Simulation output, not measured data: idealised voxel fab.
Process module name: voxel released beams
Shown is cross-section cut, with a width of 200 nm and square cells of size 5 nm.
Cross-section layout: square cells on a grid; listed as bands, top to bottom; a band spans one or more cell rows. Heights first: top, then bottom, in nm. Then materials, left to right, each with a width in nm. "everywhere" on a single material: fills the band edge to edge. "empty": empty space. All heights in this document are referenced to 0, defined as the level beneath which the wafer, as received, consists entirely of one material. The lowest band is not bounded below; it extends indefinitely downward and is written in the form "0..down". A width such as "30..40" changes by the same amount from each row of cells to the next, from the band's top row to its bottom row. "no alterations made" -> step changed no cross-section cell. "Tabulated closed voids" specifies each empty space that is not open to the top and that occupies no fewer than 8 cells, using the form width x height at distance, the distance measured from the left edge and all three quantities in nm. Step line, after settings: the simulator's comment on this step. overlay nm: how far to the right of its planned place the mask lay on this masked step (negative: to the left).
The steps planned for the process are as follows:
1. RECEIVE (material Si)
2. CONFORMAL_DEP (material SiN; thk nm 5)
3. DIRECTIONAL_DEP (material SiO2; thk nm 20)
4. DIRECTIONAL_DEP (material aC; thk nm 15)
5. PATTERN (tone open; mask id ANCHOR; material resist; width nm 35; thk nm 30; overlay nm 0)
6. DIRECTIONAL_ETCH (etch materials aC; depth nm 15)
7. STRIP (etch materials resist)
8. DIRECTIONAL_ETCH (etch materials SiO2; depth nm 20)
9. STRIP (etch materials aC)
10. CONFORMAL_DEP (material TiN; thk nm 15)
11. PATTERN (tone cover; mask id BEAM; material resist; width nm 80; thk nm 20; overlay nm 0)
12. DIRECTIONAL_ETCH (etch materials TiN; depth nm 15)
13. STRIP (etch materials resist)
14. STRIP (etch materials SiO2)
Cross-section of the wafer as it came to us, i.e., already through step 1:
    0..down | Si everywhere
    Tabulated closed voids: none
Cross-section, end of module. Start: as above. Plan: as above. Execution: one mistake:
    40..25 | 60 nm empty | 15 nm TiN | 5 nm empty | 60 nm TiN | 60 nm empty
    25..20 | 60 nm empty | 15 nm TiN | 5 nm empty | 15 nm TiN | 105 nm empty
    20..5 | 60 nm empty | 35 nm TiN | 105 nm empty
    5..0 | SiN everywhere
    0..down | Si everywhere
    Tabulated closed voids: none
It is concluded that the wafer was processed incorrectly with respect to the plan, in that step 11 ran as: PATTERN (tone cover; mask id BEAM; material resist; width nm 80; thk nm 20; overlay nm 5)
